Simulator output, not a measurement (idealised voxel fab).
voxel fin reveal: a process module
Xsec cut, 280 nm wide, square cell size 5 nm.
Each cross-section below is a grid of square cells, stated as bands in top-down order, with one or more rows of cells making up each band. What a band's entry tells you: where the top is and where the bottom is, as heights in nm, and after that what lies inside, material by material from left to right, each with its width in nm. Empty space is written as the word "air", and a single material marked with the word "everywhere" occupies the band from edge to edge. Zero point of the height axis is 0; under it, received wafer = one material. Lowest band: continues down indefinitely, "0 -> down". Per-row width for "30..40": begins at first number (top row of band), ends at second number (bottom row), increment between rows held constant. What does "changes: none" mean for a step? It means no cell of the cross-section changed in that step. "Listed closed voids" lists enclosed empty spaces (at least 8 cells, no open path upward to the top), each as width x height at distance from the left edge, in nm. Whatever follows a step's settings on its line is a remark the simulator itself makes about that step. Each step line may optionally specify "overlay nm", which for a step with a mask gives the rightward distance between the mask's planned place and where it lay, a negative value indicating the leftward direction. Below you will find pairs of cross-sections. In each, one shows the wafer before one process step and the other after it, with the after view ending at the lowest band that changed. Under each pair is the step separating them, along with its settings. Do not assume the pairs form a chain: they can come from different runs of this module on the same starting wafer, and a pair continues from the pair above it only when its "Structure before processing" entry says so.
Structure before processing
  0 -> down: Si everywhere
  Listed closed voids: none
Post-Step Section View
  5 -> 0: SiN everywhere
  Whatever lies below 0 is exactly as it was before.
  Listed closed voids: none
The before and after cross-sections above differ by one step: CONFORMAL_DEP [material SiN] [thk nm 5]
Structure before processing: look at the pair above, its after cross-section is where this step starts.
Post-Step Section View
  20 -> 5: aC everywhere
  Whatever lies below 5 is exactly as it was before.
  Listed closed voids: none
The before and after cross-sections above differ by one step: DIRECTIONAL_DEP [material aC] [thk nm 15]
Structure before processing: look at the pair above, its after cross-section is where this step starts.
Post-Step Section View
  50 -> 20: 70 air | 15 resist | 25 air | 15 resist | 25 air | 15 resist | 25 air | 15 resist | 75 air
  Whatever lies below 20 is exactly as it was before.
  Listed closed voids: none
The before and after cross-sections above differ by one step: PATTERN [tone cover] [mask id FINS] [material resist] [width nm 15] [pitch nm 40] [thk nm 30] [overlay nm 0]
Structure before processing: look at the pair above, its after cross-section is where this step starts.
Post-Step Section View
  35 -> 20: 70 air | 15 resist | 25 air | 15 resist | 25 air | 15 resist | 25 air | 15 resist | 75 air
  20 -> 5: 70 air | 15 aC | 25 air | 15 aC | 25 air | 15 aC | 25 air | 15 aC | 75 air
  Whatever lies below 5 is exactly as it was before.
  Listed closed voids: none
The before and after cross-sections above differ by one step: DIRECTIONAL_ETCH [etch materials aC] [depth nm 15]
Structure before processing: look at the pair above, its after cross-section is where this step starts.
Post-Step Section View
  20 -> 5: 70 air | 15 aC | 25 air | 15 aC | 25 air | 15 aC | 25 air | 15 aC | 75 air
  Whatever lies below 5 is exactly as it was before.
  Listed closed voids: none
The before and after cross-sections above differ by one step: STRIP [etch materials resist]
Structure before processing: look at the pair above, its after cross-section is where this step starts.
Post-Step Section View
  20 -> 5: 70 air | 15 aC | 25 air | 15 aC | 25 air | 15 aC | 25 air | 15 aC | 75 air
  5 -> 0: 70 air | 15 SiN | 25 air | 15 SiN | 25 air | 15 SiN | 25 air | 15 SiN | 75 air
  Whatever lies below 0 is exactly as it was before.
  Listed closed voids: none
The before and after cross-sections above differ by one step: DIRECTIONAL_ETCH [etch materials SiN] [depth nm 5]
Structure before processing: look at the pair above, its after cross-section is where this step starts.
Post-Step Section View
  20 -> 5: 70 air | 15 aC | 25 air | 15 aC | 25 air | 15 aC | 25 air | 15 aC | 75 air
  5 -> 0: 70 air | 15 SiN | 25 air | 15 SiN | 25 air | 15 SiN | 25 air | 15 SiN | 75 air
  0 -> -40: 70 air | 15 Si | 25 air | 15 Si | 25 air | 15 Si | 25 air | 15 Si | 75 air
  Whatever lies below -40 is exactly as it was before.
  Listed closed voids: none
The before and after cross-sections above differ by one step: DIRECTIONAL_ETCH [etch materials Si] [depth nm 40]
Structure before processing: look at the pair above, its after cross-section is where this step starts.
Post-Step Section View
  5 -> 0: 70 air | 15 SiN | 25 air | 15 SiN | 25 air | 15 SiN | 25 air | 15 SiN | 75 air
  Whatever lies below 0 is exactly as it was before.
  Listed closed voids: none
The before and after cross-sections above differ by one step: STRIP [etch materials aC]
Structure before processing: look at the pair above, its after cross-section is where this step starts.
Post-Step Section View
  10 -> 5: SiO2 everywhere
  5 -> 0: 70 SiO2 | 15 SiN | 25 SiO2 | 15 SiN | 25 SiO2 | 15 SiN | 25 SiO2 | 15 SiN | 75 SiO2
  0 -> -40: 70 SiO2 | 15 Si | 25 SiO2 | 15 Si | 25 SiO2 | 15 Si | 25 SiO2 | 15 Si | 75 SiO2
  Whatever lies below -40 is exactly as it was before.
  Listed closed voids: none
The before and after cross-sections above differ by one step: FILL_DEP [material SiO2] [thk nm 5]
Structure before processing: look at the pair above, its after cross-section is where this step starts.
Post-Step Section View
  5 -> 0: 70 SiO2 | 15 SiN | 25 SiO2 | 15 SiN | 25 SiO2 | 15 SiN | 25 SiO2 | 15 SiN | 75 SiO2
  Whatever lies below 0 is exactly as it was before.
  Listed closed voids: none
The before and after cross-sections above differ by one step: CMP [height nm 5]
Structure before processing: look at the pair above, its after cross-section is where this step starts.
Post-Step Section View
  5 -> 0: 70 air | 15 SiN | 25 air | 15 SiN | 25 air | 15 SiN | 25 air | 15 SiN | 75 air
  0 -> -30: 70 air | 15 Si | 25 air | 15 Si | 25 air | 15 Si | 25 air | 15 Si | 75 air
  Whatever lies below -30 is exactly as it was before.
  Listed closed voids: none
The before and after cross-sections above differ by one step: SELECTIVE_ETCH [etch materials SiO2] [depth nm 35]
Structure before processing: look at the pair above, its after cross-section is where this step starts.
Post-Step Section View
  0 -> -30: 70 air | 15 Si | 25 air | 15 Si | 25 air | 15 Si | 25 air | 15 Si | 75 air
  Whatever lies below -30 is exactly as it was before.
  Listed closed voids: none
The before and after cross-sections above differ by one step: STRIP [etch materials SiN]
Structure before processing
  35 -> 20: 70 air | 15 resist | 25 air | 15 resist | 25 air | 15 resist | 25 air | 15 resist | 75 air
  20 -> 5: 70 air | 15 aC | 25 air | 15 aC | 25 air | 15 aC | 25 air | 15 aC | 75 air
  5 -> 0: SiN everywhere
  0 -> down: Si everywhere
  Listed closed voids: none
Post-Step Section View
  35 -> 20: 70 air | 15 resist | 25 air | 15 resist | 25 air | 15 resist | 25 air | 15 resist | 75 air
  20 -> 5: 70 air | 15 aC | 25 air | 15 aC | 25 air | 15 aC | 25 air | 15 aC | 75 air
  5 -> 0: 70 air | 15 SiN | 25 air | 15 SiN | 25 air | 15 SiN | 25 air | 15 SiN | 75 air
  Whatever lies below 0 is exactly as it was before.
  Listed closed voids: none
The before and after cross-sections above differ by one step: DIRECTIONAL_ETCH [etch materials SiN] [depth nm 5]
Structure before processing: look at the pair above, its after cross-section is where this step starts.
Post-Step Section View
  35 -> 20: 70 air | 15 resist | 25 air | 15 resist | 25 air | 15 resist | 25 air | 15 resist | 75 air
  20 -> 5: 70 air | 15 aC | 25 air | 15 aC | 25 air | 15 aC | 25 air | 15 aC | 75 air
  5 -> 0: 70 air | 15 SiN | 25 air | 15 SiN | 25 air | 15 SiN | 25 air | 15 SiN | 75 air
  0 -> -40: 70 air | 15 Si | 25 air | 15 Si | 25 air | 15 Si | 25 air | 15 Si | 75 air
  Whatever lies below -40 is exactly as it was before.
  Listed closed voids: none
The before and after cross-sections above differ by one step: DIRECTIONAL_ETCH [etch materials Si] [depth nm 40]
Structure before processing: look at the pair above, its after cross-section is where this step starts.
Post-Step Section View
  5 -> 0: 70 air | 15 SiN | 25 air | 15 SiN | 25 air | 15 SiN | 25 air | 15 SiN | 75 air
  Whatever lies below 0 is exactly as it was before.
  Listed closed voids: none
The before and after cross-sections above differ by one step: STRIP [etch materials aC]
Structure before processing
  20 -> 5: 70 air | 15 aC | 25 air | 15 aC | 25 air | 15 aC | 25 air | 15 aC | 75 air
  5 -> 0: 70 air | 15 SiN | 25 air | 15 SiN | 25 air | 15 SiN | 25 air | 15 SiN | 75 air
  0 -> -40: 70 air | 15 Si | 25 air | 15 Si | 25 air | 15 Si | 25 air | 15 Si | 75 air
  -40 -> down: Si everywhere
  Listed closed voids: none
Post-Step Section View
  20 -> 5: 70 air | 15 aC | 25 air | 15 aC | 25 air | 15 aC | 25 air | 15 aC | 75 air
  5 -> 0: 70 air | 15 SiN | 25 air | 15 SiN | 25 air | 15 SiN | 25 air | 15 SiN | 75 air
  0 -> -80: 70 air | 15 Si | 25 air | 15 Si | 25 air | 15 Si | 25 air | 15 Si | 75 air
  Whatever lies below -80 is exactly as it was before.
  Listed closed voids: none
The before and after cross-sections above differ by one step: DIRECTIONAL_ETCH [etch materials Si] [depth nm 40]
Structure before processing: look at the pair above, its after cross-section is where this step starts.
Post-Step Section View
  5 -> 0: 70 air | 15 SiN | 25 air | 15 SiN | 25 air | 15 SiN | 25 air | 15 SiN | 75 air
  Whatever lies below 0 is exactly as it was before.
  Listed closed voids: none
The before and after cross-sections above differ by one step: STRIP [etch materials aC]
Structure before processing: look at the pair above, its after cross-section is where this step starts.
Post-Step Section View
  10 -> 5: SiO2 everywhere
  5 -> 0: 70 SiO2 | 15 SiN | 25 SiO2 | 15 SiN | 25 SiO2 | 15 SiN | 25 SiO2 | 15 SiN | 75 SiO2
  0 -> -80: 70 SiO2 | 15 Si | 25 SiO2 | 15 Si | 25 SiO2 | 15 Si | 25 SiO2 | 15 Si | 75 SiO2
  Whatever lies below -80 is exactly as it was before.
  Listed closed voids: none
The before and after cross-sections above differ by one step: FILL_DEP [material SiO2] [thk nm 5]
Structure before processing: look at the pair above, its after cross-section is where this step starts.
Post-Step Section View
  5 -> 0: 70 SiO2 | 15 SiN | 25 SiO2 | 15 SiN | 25 SiO2 | 15 SiN | 25 SiO2 | 15 SiN | 75 SiO2
  Whatever lies below 0 is exactly as it was before.
  Listed closed voids: none
The before and after cross-sections above differ by one step: CMP [height nm 5]
Structure before processing: look at the pair above, its after cross-section is where this step starts.
Post-Step Section View
  5 -> 0: 70 air | 15 SiN | 25 air | 15 SiN | 25 air | 15 SiN | 25 air | 15 SiN | 75 air
  0 -> -30: 70 air | 15 Si | 25 air | 15 Si | 25 air | 15 Si | 25 air | 15 Si | 75 air
  Whatever lies below -30 is exactly as it was before.
  Listed closed voids: none
The before and after cross-sections above differ by one step: SELECTIVE_ETCH [etch materials SiO2] [depth nm 35]
Structure before processing: look at the pair above, its after cross-section is where this step starts.
Post-Step Section View
  0 -> -30: 70 air | 15 Si | 25 air | 15 Si | 25 air | 15 Si | 25 air | 15 Si | 75 air
  Whatever lies below -30 is exactly as it was before.
  Listed closed voids: none
The before and after cross-sections above differ by one step: STRIP [etch materials SiN]
Structure before processing
  5 -> 0: 70 SiO2 | 15 SiN | 25 SiO2 | 15 SiN | 25 SiO2 | 15 SiN | 25 SiO2 | 15 SiN | 75 SiO2
  0 -> -40: 70 SiO2 | 15 Si | 25 SiO2 | 15 Si | 25 SiO2 | 15 Si | 25 SiO2 | 15 Si | 75 SiO2
  -40 -> down: Si everywhere
  Listed closed voids: none
Post-Step Section View
  5 -> 0: 70 SiO2 | 15 air | 25 SiO2 | 15 air | 25 SiO2 | 15 air | 25 SiO2 | 15 air | 75 SiO2
  Whatever lies below 0 is exactly as it was before.
  Listed closed voids: none
The before and after cross-sections above differ by one step: STRIP [etch materials SiN]
Structure before processing: look at the pair above, its after cross-section is where this step starts.
Post-Step Section View
  0 -> -30: 70 air | 15 Si | 25 air | 15 Si | 25 air | 15 Si | 25 air | 15 Si | 75 air
  -30 -> -35: 35 SiO2 | 35 air | 15 Si | 25 air | 15 Si | 25 air | 15 Si | 25 air | 15 Si | 35 air | 40 SiO2
  Whatever lies below -35 is exactly as it was before.
  Listed closed voids: none
The before and after cross-sections above differ by one step: SELECTIVE_ETCH [etch materials SiO2] [depth nm 35]
Structure before processing
  20 -> 5: 70 air | 15 aC | 25 air | 15 aC | 25 air | 15 aC | 25 air | 15 aC | 75 air
  5 -> 0: 70 air | 15 SiN | 25 air | 15 SiN | 25 air | 15 SiN | 25 air | 15 SiN | 75 air
  0 -> down: Si everywhere
  Listed closed voids: none
Post-Step Section View
  20 -> 5: 70 air | 15 aC | 25 air | 15 aC | 25 air | 15 aC | 25 air | 15 aC | 75 air
  5 -> 0: 70 air | 15 SiN | 25 air | 15 SiN | 25 air | 15 SiN | 25 air | 15 SiN | 75 air
  0 -> -45: 70 air | 15 Si | 25 air | 15 Si | 25 air | 15 Si | 25 air | 15 Si | 75 air
  Whatever lies below -45 is exactly as it was before.
  Listed closed voids: none
The before and after cross-sections above differ by one step: DIRECTIONAL_ETCH [etch materials Si] [depth nm 45]
Structure before processing: look at the pair above, its after cross-section is where this step starts.
Post-Step Section View
  5 -> 0: 70 air | 15 SiN | 25 air | 15 SiN | 25 air | 15 SiN | 25 air | 15 SiN | 75 air
  Whatever lies below 0 is exactly as it was before.
  Listed closed voids: none
The before and after cross-sections above differ by one step: STRIP [etch materials aC]
Structure before processing: look at the pair above, its after cross-section is where this step starts.
Post-Step Section View
  10 -> 5: SiO2 everywhere
  5 -> 0: 70 SiO2 | 15 SiN | 25 SiO2 | 15 SiN | 25 SiO2 | 15 SiN | 25 SiO2 | 15 SiN | 75 SiO2
  0 -> -45: 70 SiO2 | 15 Si | 25 SiO2 | 15 Si | 25 SiO2 | 15 Si | 25 SiO2 | 15 Si | 75 SiO2
  Whatever lies below -45 is exactly as it was before.
  Listed closed voids: none
The before and after cross-sections above differ by one step: FILL_DEP [material SiO2] [thk nm 5]
Structure before processing: look at the pair above, its after cross-section is where this step starts.
Post-Step Section View
  5 -> 0: 70 SiO2 | 15 SiN | 25 SiO2 | 15 SiN | 25 SiO2 | 15 SiN | 25 SiO2 | 15 SiN | 75 SiO2
  Whatever lies below 0 is exactly as it was before.
  Listed closed voids: none
The before and after cross-sections above differ by one step: CMP [height nm 5]
Structure before processing: look at the pair above, its after cross-section is where this step starts.
Post-Step Section View
  5 -> 0: 70 air | 15 SiN | 25 air | 15 SiN | 25 air | 15 SiN | 25 air | 15 SiN | 75 air
  0 -> -30: 70 air | 15 Si | 25 air | 15 Si | 25 air | 15 Si | 25 air | 15 Si | 75 air
  Whatever lies below -30 is exactly as it was before.
  Listed closed voids: none
The before and after cross-sections above differ by one step: SELECTIVE_ETCH [etch materials SiO2] [depth nm 35]
Structure before processing: look at the pair above, its after cross-section is where this step starts.
Post-Step Section View
  0 -> -30: 70 air | 15 Si | 25 air | 15 Si | 25 air | 15 Si | 25 air | 15 Si | 75 air
  Whatever lies below -30 is exactly as it was before.
  Listed closed voids: none
The before and after cross-sections above differ by one step: STRIP [etch materials SiN]
Structure before processing
  20 -> 5: aC everywhere
  5 -> 0: SiN everywhere
  0 -> down: Si everywhere
  Listed closed voids: none
Post-Step Section View
  50 -> 20: 70 air | 20 resist | 20 air | 20 resist | 20 air | 20 resist | 20 air | 20 resist | 70 air
  Whatever lies below 20 is exactly as it was before.
  Listed closed voids: none
The before and after cross-sections above differ by one step: PATTERN [tone cover] [mask id FINS] [material resist] [width nm 20] [pitch nm 40] [thk nm 30] [overlay nm 0]
Structure before processing: look at the pair above, its after cross-section is where this step starts.
Post-Step Section View
  35 -> 20: 70 air | 20 resist | 20 air | 20 resist | 20 air | 20 resist | 20 air | 20 resist | 70 air
  20 -> 5: 70 air | 20 aC | 20 air | 20 aC | 20 air | 20 aC | 20 air | 20 aC | 70 air
  Whatever lies below 5 is exactly as it was before.
  Listed closed voids: none
The before and after cross-sections above differ by one step: DIRECTIONAL_ETCH [etch materials aC] [depth nm 15]
Structure before processing: look at the pair above, its after cross-section is where this step starts.
Post-Step Section View
  20 -> 5: 70 air | 20 aC | 20 air | 20 aC | 20 air | 20 aC | 20 air | 20 aC | 70 air
  Whatever lies below 5 is exactly as it was before.
  Listed closed voids: none
The before and after cross-sections above differ by one step: STRIP [etch materials resist]
Structure before processing: look at the pair above, its after cross-section is where this step starts.
Post-Step Section View
  20 -> 5: 70 air | 20 aC | 20 air | 20 aC | 20 air | 20 aC | 20 air | 20 aC | 70 air
  5 -> 0: 70 air | 20 SiN | 20 air | 20 SiN | 20 air | 20 SiN | 20 air | 20 SiN | 70 air
  Whatever lies below 0 is exactly as it was before.
  Listed closed voids: none
The before and after cross-sections above differ by one step: DIRECTIONAL_ETCH [etch materials SiN] [depth nm 5]
Structure before processing: look at the pair above, its after cross-section is where this step starts.
Post-Step Section View
  20 -> 5: 70 air | 20 aC | 20 air | 20 aC | 20 air | 20 aC | 20 air | 20 aC | 70 air
  5 -> 0: 70 air | 20 SiN | 20 air | 20 SiN | 20 air | 20 SiN | 20 air | 20 SiN | 70 air
  0 -> -40: 70 air | 20 Si | 20 air | 20 Si | 20 air | 20 Si | 20 air | 20 Si | 70 air
  Whatever lies below -40 is exactly as it was before.
  Listed closed voids: none
The before and after cross-sections above differ by one step: DIRECTIONAL_ETCH [etch materials Si] [depth nm 40]
Structure before processing: look at the pair above, its after cross-section is where this step starts.
Post-Step Section View
  5 -> 0: 70 air | 20 SiN | 20 air | 20 SiN | 20 air | 20 SiN | 20 air | 20 SiN | 70 air
  Whatever lies below 0 is exactly as it was before.
  Listed closed voids: none
The before and after cross-sections above differ by one step: STRIP [etch materials aC]
Structure before processing: look at the pair above, its after cross-section is where this step starts.
Post-Step Section View
  10 -> 5: SiO2 everywhere
  5 -> 0: 70 SiO2 | 20 SiN | 20 SiO2 | 20 SiN | 20 SiO2 | 20 SiN | 20 SiO2 | 20 SiN | 70 SiO2
  0 -> -40: 70 SiO2 | 20 Si | 20 SiO2 | 20 Si | 20 SiO2 | 20 Si | 20 SiO2 | 20 Si | 70 SiO2
  Whatever lies below -40 is exactly as it was before.
  Listed closed voids: none
The before and after cross-sections above differ by one step: FILL_DEP [material SiO2] [thk nm 5]
Structure before processing: look at the pair above, its after cross-section is where this step starts.
Post-Step Section View
  5 -> 0: 70 SiO2 | 20 SiN | 20 SiO2 | 20 SiN | 20 SiO2 | 20 SiN | 20 SiO2 | 20 SiN | 70 SiO2
  Whatever lies below 0 is exactly as it was before.
  Listed closed voids: none
The before and after cross-sections above differ by one step: CMP [height nm 5]
Structure before processing: look at the pair above, its after cross-section is where this step starts.
Post-Step Section View
  5 -> 0: 70 air | 20 SiN | 20 air | 20 SiN | 20 air | 20 SiN | 20 air | 20 SiN | 70 air
  0 -> -30: 70 air | 20 Si | 20 air | 20 Si | 20 air | 20 Si | 20 air | 20 Si | 70 air
  Whatever lies below -30 is exactly as it was before.
  Listed closed voids: none
The before and after cross-sections above differ by one step: SELECTIVE_ETCH [etch materials SiO2] [depth nm 35]
Structure before processing: look at the pair above, its after cross-section is where this step starts.
Post-Step Section View
  0 -> -30: 70 air | 20 Si | 20 air | 20 Si | 20 air | 20 Si | 20 air | 20 Si | 70 air
  Whatever lies below -30 is exactly as it was before.
  Listed closed voids: none
The before and after cross-sections above differ by one step: STRIP [etch materials SiN]
Structure before processing
  20 -> 5: aC everywhere
  5 -> 0: SiN everywhere
  0 -> down: Si everywhere
  Listed closed voids: none
Post-Step Section View
  50 -> 20: 60 air | 15 resist | 25 air | 15 resist | 25 air | 15 resist | 25 air | 15 resist | 85 air
  Whatever lies below 20 is exactly as it was before.
  Listed closed voids: none
The before and after cross-sections above differ by one step: PATTERN [tone cover] [mask id FINS] [material resist] [width nm 15] [pitch nm 40] [thk nm 30] [overlay nm -10]
Structure before processing: look at the pair above, its after cross-section is where this step starts.
Post-Step Section View
  35 -> 20: 60 air | 15 resist | 25 air | 15 resist | 25 air | 15 resist | 25 air | 15 resist | 85 air
  20 -> 5: 60 air | 15 aC | 25 air | 15 aC | 25 air | 15 aC | 25 air | 15 aC | 85 air
  Whatever lies below 5 is exactly as it was before.
  Listed closed voids: none
The before and after cross-sections above differ by one step: DIRECTIONAL_ETCH [etch materials aC] [depth nm 15]
Structure before processing: look at the pair above, its after cross-section is where this step starts.
Post-Step Section View
  20 -> 5: 60 air | 15 aC | 25 air | 15 aC | 25 air | 15 aC | 25 air | 15 aC | 85 air
  Whatever lies below 5 is exactly as it was before.
  Listed closed voids: none
The before and after cross-sections above differ by one step: STRIP [etch materials resist]
Structure before processing: look at the pair above, its after cross-section is where this step starts.
Post-Step Section View
  20 -> 5: 60 air | 15 aC | 25 air | 15 aC | 25 air | 15 aC | 25 air | 15 aC | 85 air
  5 -> 0: 60 air | 15 SiN | 25 air | 15 SiN | 25 air | 15 SiN | 25 air | 15 SiN | 85 air
  Whatever lies below 0 is exactly as it was before.
  Listed closed voids: none
The before and after cross-sections above differ by one step: DIRECTIONAL_ETCH [etch materials SiN] [depth nm 5]
Structure before processing: look at the pair above, its after cross-section is where this step starts.
Post-Step Section View
  20 -> 5: 60 air | 15 aC | 25 air | 15 aC | 25 air | 15 aC | 25 air | 15 aC | 85 air
  5 -> 0: 60 air | 15 SiN | 25 air | 15 SiN | 25 air | 15 SiN | 25 air | 15 SiN | 85 air
  0 -> -40: 60 air | 15 Si | 25 air | 15 Si | 25 air | 15 Si | 25 air | 15 Si | 85 air
  Whatever lies below -40 is exactly as it was before.
  Listed closed voids: none
The before and after cross-sections above differ by one step: DIRECTIONAL_ETCH [etch materials Si] [depth nm 40]
Structure before processing: look at the pair above, its after cross-section is where this step starts.
Post-Step Section View
  5 -> 0: 60 air | 15 SiN | 25 air | 15 SiN | 25 air | 15 SiN | 25 air | 15 SiN | 85 air
  Whatever lies below 0 is exactly as it was before.
  Listed closed voids: none
The before and after cross-sections above differ by one step: STRIP [etch materials aC]
Structure before processing: look at the pair above, its after cross-section is where this step starts.
Post-Step Section View
  10 -> 5: SiO2 everywhere
  5 -> 0: 60 SiO2 | 15 SiN | 25 SiO2 | 15 SiN | 25 SiO2 | 15 SiN | 25 SiO2 | 15 SiN | 85 SiO2
  0 -> -40: 60 SiO2 | 15 Si | 25 SiO2 | 15 Si | 25 SiO2 | 15 Si | 25 SiO2 | 15 Si | 85 SiO2
  Whatever lies below -40 is exactly as it was before.
  Listed closed voids: none
The before and after cross-sections above differ by one step: FILL_DEP [material SiO2] [thk nm 5]
Structure before processing: look at the pair above, its after cross-section is where this step starts.
Post-Step Section View
  5 -> 0: 60 SiO2 | 15 SiN | 25 SiO2 | 15 SiN | 25 SiO2 | 15 SiN | 25 SiO2 | 15 SiN | 85 SiO2
  Whatever lies below 0 is exactly as it was before.
  Listed closed voids: none
The before and after cross-sections above differ by one step: CMP [height nm 5]
Structure before processing: look at the pair above, its after cross-section is where this step starts.
Post-Step Section View
  5 -> 0: 60 air | 15 SiN | 25 air | 15 SiN | 25 air | 15 SiN | 25 air | 15 SiN | 85 air
  0 -> -30: 60 air | 15 Si | 25 air | 15 Si | 25 air | 15 Si | 25 air | 15 Si | 85 air
  Whatever lies below -30 is exactly as it was before.
  Listed closed voids: none
The before and after cross-sections above differ by one step: SELECTIVE_ETCH [etch materials SiO2] [depth nm 35]
Structure before processing: look at the pair above, its after cross-section is where this step starts.
Post-Step Section View
  0 -> -30: 60 air | 15 Si | 25 air | 15 Si | 25 air | 15 Si | 25 air | 15 Si | 85 air
  Whatever lies below -30 is exactly as it was before.
  Listed closed voids: none
The before and after cross-sections above differ by one step: STRIP [etch materials SiN]
Structure before processing
  5 -> 0: 70 air | 15 SiN | 25 air | 15 SiN | 25 air | 15 SiN | 25 air | 15 SiN | 75 air
  0 -> -40: 70 air | 15 Si | 25 air | 15 Si | 25 air | 15 Si | 25 air | 15 Si | 75 air
  -40 -> down: Si everywhere
  Listed closed voids: none
Post-Step Section View
  10 -> 5: aC everywhere
  5 -> 0: 70 aC | 15 SiN | 25 aC | 15 SiN | 25 aC | 15 SiN | 25 aC | 15 SiN | 75 aC
  0 -> -40: 70 aC | 15 Si | 25 aC | 15 Si | 25 aC | 15 Si | 25 aC | 15 Si | 75 aC
  Whatever lies below -40 is exactly as it was before.
  Listed closed voids: none
The before and after cross-sections above differ by one step: FILL_DEP [material aC] [thk nm 5]
Structure before processing: look at the pair above, its after cross-section is where this step starts.
Post-Step Section View
  5 -> 0: 70 aC | 15 SiN | 25 aC | 15 SiN | 25 aC | 15 SiN | 25 aC | 15 SiN | 75 aC
  Whatever lies below 0 is exactly as it was before.
  Listed closed voids: none
The before and after cross-sections above differ by one step: CMP [height nm 5]
Structure before processing: look at the pair above, its after cross-section is where this step starts.
Post-Step Section View
  5 -> 0: 70 aC | 15 air | 25 aC | 15 air | 25 aC | 15 air | 25 aC | 15 air | 75 aC
  Whatever lies below 0 is exactly as it was before.
  Listed closed voids: none
The before and after cross-sections above differ by one step: STRIP [etch materials SiN]
Structure before processing
  20 -> 5: aC everywhere
  5 -> 0: SiN everywhere
  0 -> down: Si everywhere
  Listed closed voids: none
Post-Step Section View
  50 -> 20: 70 resist | 15 air | 25 resist | 15 air | 25 resist | 15 air | 25 resist | 15 air | 75 resist
  Whatever lies below 20 is exactly as it was before.
  Listed closed voids: none
The before and after cross-sections above differ by one step: PATTERN [tone open] [mask id FINS] [material resist] [width nm 15] [pitch nm 40] [thk nm 30] [overlay nm 0]
Structure before processing: look at the pair above, its after cross-section is where this step starts.
Post-Step Section View
  35 -> 20: 70 resist | 15 air | 25 resist | 15 air | 25 resist | 15 air | 25 resist | 15 air | 75 resist
  20 -> 5: 70 aC | 15 air | 25 aC | 15 air | 25 aC | 15 air | 25 aC | 15 air | 75 aC
  Whatever lies below 5 is exactly as it was before.
  Listed closed voids: none
The before and after cross-sections above differ by one step: DIRECTIONAL_ETCH [etch materials aC] [depth nm 15]
Structure before processing: look at the pair above, its after cross-section is where this step starts.
Post-Step Section View
  20 -> 5: 70 aC | 15 air | 25 aC | 15 air | 25 aC | 15 air | 25 aC | 15 air | 75 aC
  Whatever lies below 5 is exactly as it was before.
  Listed closed voids: none
The before and after cross-sections above differ by one step: STRIP [etch materials resist]
Structure before processing: look at the pair above, its after cross-section is where this step starts.
Post-Step Section View
  20 -> 5: 70 aC | 15 air | 25 aC | 15 air | 25 aC | 15 air | 25 aC | 15 air | 75 aC
  5 -> 0: 70 SiN | 15 air | 25 SiN | 15 air | 25 SiN | 15 air | 25 SiN | 15 air | 75 SiN
  Whatever lies below 0 is exactly as it was before.
  Listed closed voids: none
The before and after cross-sections above differ by one step: DIRECTIONAL_ETCH [etch materials SiN] [depth nm 5]
Structure before processing: look at the pair above, its after cross-section is where this step starts.
Post-Step Section View
  20 -> 5: 70 aC | 15 air | 25 aC | 15 air | 25 aC | 15 air | 25 aC | 15 air | 75 aC
  5 -> 0: 70 SiN | 15 air | 25 SiN | 15 air | 25 SiN | 15 air | 25 SiN | 15 air | 75 SiN
  0 -> -40: 70 Si | 15 air | 25 Si | 15 air | 25 Si | 15 air | 25 Si | 15 air | 75 Si
  Whatever lies below -40 is exactly as it was before.
  Listed closed voids: none
The before and after cross-sections above differ by one step: DIRECTIONAL_ETCH [etch materials Si] [depth nm 40]
Structure before processing: look at the pair above, its after cross-section is where this step starts.
Post-Step Section View
  5 -> 0: 70 SiN | 15 air | 25 SiN | 15 air | 25 SiN | 15 air | 25 SiN | 15 air | 75 SiN
  Whatever lies below 0 is exactly as it was before.
  Listed closed voids: none
The before and after cross-sections above differ by one step: STRIP [etch materials aC]
Structure before processing: look at the pair above, its after cross-section is where this step starts.
Post-Step Section View
  10 -> 5: SiO2 everywhere
  5 -> 0: 70 SiN | 15 SiO2 | 25 SiN | 15 SiO2 | 25 SiN | 15 SiO2 | 25 SiN | 15 SiO2 | 75 SiN
  0 -> -40: 70 Si | 15 SiO2 | 25 Si | 15 SiO2 | 25 Si | 15 SiO2 | 25 Si | 15 SiO2 | 75 Si
  Whatever lies below -40 is exactly as it was before.
  Listed closed voids: none
The before and after cross-sections above differ by one step: FILL_DEP [material SiO2] [thk nm 5]
Structure before processing: look at the pair above, its after cross-section is where this step starts.
Post-Step Section View
  5 -> 0: 70 SiN | 15 SiO2 | 25 SiN | 15 SiO2 | 25 SiN | 15 SiO2 | 25 SiN | 15 SiO2 | 75 SiN
  Whatever lies below 0 is exactly as it was before.
  Listed closed voids: none
The before and after cross-sections above differ by one step: CMP [height nm 5]
Structure before processing: look at the pair above, its after cross-section is where this step starts.
Post-Step Section View
  5 -> 0: 70 SiN | 15 air | 25 SiN | 15 air | 25 SiN | 15 air | 25 SiN | 15 air | 75 SiN
  0 -> -30: 70 Si | 15 air | 25 Si | 15 air | 25 Si | 15 air | 25 Si | 15 air | 75 Si
  Whatever lies below -30 is exactly as it was before.
  Listed closed voids: none
The before and after cross-sections above differ by one step: SELECTIVE_ETCH [etch materials SiO2] [depth nm 35]
Structure before processing: look at the pair above, its after cross-section is where this step starts.
Post-Step Section View
  0 -> -30: 70 Si | 15 air | 25 Si | 15 air | 25 Si | 15 air | 25 Si | 15 air | 75 Si
  Whatever lies below -30 is exactly as it was before.
  Listed closed voids: none
The before and after cross-sections above differ by one step: STRIP [etch materials SiN]
